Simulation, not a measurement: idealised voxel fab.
process module | voxel tone inversion
cross-section cut | 140 nm wide | cells 5 nm
A cross-section is a grid of square cells, given in bands from the top down. A band is one or more rows of cells.
Each band's line starts with the height of the band's top and of its bottom, in nm. Then come its materials from left to right, each with its width in nm. One material with "throughout" fills the band from edge to edge. "air" is empty space.
Height 0 is the level under which the wafer as received is all one material. The lowest band goes on downwards, as in "0 down".
A width such as "30 to 40" changes by the same amount from each row of cells to the next, from the band's top row to its bottom row.
"no change" after a step means that no cell of the cross-section changed.
closed voids: empty space of 8 cells or more with no open way to the top, each as width x height at its distance from the left edge, in nm
after a step's settings: what the simulator itself notes on the step
overlay nm, on a step with a mask: how far to the right of its planned place the mask lay; to the left if negative
plan
1 op RECEIVE | material Si
2 op CONFORMAL_DEP | material SiCN | thk nm 10
3 op DIRECTIONAL_DEP | material aC | thk nm 20
4 op PATTERN | tone cover | mask id POSTS | material resist | width nm 15 | pitch nm 45 | thk nm 30 | overlay nm 0
5 op DIRECTIONAL_ETCH | etch materials aC | depth nm 20
6 op STRIP | etch materials resist
7 op FILL_DEP | material lowk | thk nm 5
8 op CMP | height nm 30
9 op STRIP | etch materials aC
as received, after step 1
  0 down: Si throughout
  closed voids: none
a wafer at the end: this start, this plan, one mistake
  30 to 10: lowk 30 | air 15 | lowk 30 | air 15 | lowk 50
  10 to 0: SiCN throughout
  0 down: Si throughout
  closed voids: none
what went wrong: step 4 ran as: op PATTERN | tone cover | mask id POSTS | material resist | width nm 15 | pitch nm 45 | thk nm 30 | overlay nm -10
